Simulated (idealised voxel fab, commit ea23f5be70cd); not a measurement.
The process module presented herein is designated voxel ribs on slabs.
Displayed cross-section: cut, width of 170 nm, square cells sized 5 nm.
Format of a cross-section: grid, square cells. Given as bands. Order: top down. Band: one or more rows of cells.
In this notation a band is specified by the heights of its top and bottom, in that order and in nm, after which its materials appear from left to right, each paired with its width in nm. The word "throughout" attached to a single material means that material fills the band from edge to edge; the word "air" stands for empty space.
Convention: height 0 is the level below which the wafer, as received, is all one material. The lowest band does not terminate at the bottom but continues downward, represented as "0 down".
Per-row width for "30->40": begins at first number (top row of band), ends at second number (bottom row), increment between rows held constant.
It should be understood that the words "remained the same", when stated for a given step, signify that the cross-section underwent no change in any of its cells during that step.
The list in "Enclosed void list" covers empty spaces of 8 cells or more that cannot reach the top through any open way, and it gives each as width x height at distance; the distance is from the left edge, and width, height and distance are in nm.
Heads up: the bit after the settings on a step's line is the simulator's remark on that step.
Each step line may optionally specify "overlay nm", which for a step with a mask gives the rightward distance between the mask's planned place and where it lay, a negative value indicating the leftward direction.
**The steps planned for the process are as follows**
step 1: RECEIVE with material Si
step 2: DIRECTIONAL_DEP with material SiO2, thk nm 30
step 3: DIRECTIONAL_DEP with material polySi, thk nm 25
step 4: MASKED_ETCH with tone cover, mask id RIB, width nm 30, etch materials polySi, depth nm 15, overlay nm 0
step 5: DIRECTIONAL_DEP with material aC, thk nm 10
step 6: PATTERN with tone cover, mask id SLAB, material resist, width nm 80, thk nm 25, overlay nm 0
step 7: DIRECTIONAL_ETCH with etch materials aC, depth nm 10
step 8: STRIP with etch materials resist
step 9: DIRECTIONAL_ETCH with etch materials polySi, depth nm 10
step 10: STRIP with etch materials aC
step 11: FILL_DEP with material SiO2, thk nm 15
step 12: CMP with height nm 65
step 13: DIRECTIONAL_DEP with material TiN, thk nm 10
step 14: PATTERN with tone cover, mask id HEATER, material resist, width nm 40, thk nm 15, overlay nm 0
step 15: DIRECTIONAL_ETCH with etch materials TiN, depth nm 10
step 16: STRIP with etch materials resist
step 17: CONFORMAL_DEP with material SiO2, thk nm 10
**Wafer cross-section on receipt, i.e. after step 1**
* 0 down: Si throughout
* Enclosed void list: none
**The plan above was carried out on the starting structure above with one mistake, and this cross-section shows the wafer at the end of the module**
* 85 to 75: air 55, SiO2 60, air 55
* 75 to 65: SiO2 65, TiN 40, SiO2 65
* 65 to 25: SiO2 throughout
* 25 to 0: polySi throughout
* 0 down: Si throughout
* Enclosed void list: none
Want to know what went wrong? steps 2 and 3 of the plan were each performed in the slot designated for the other
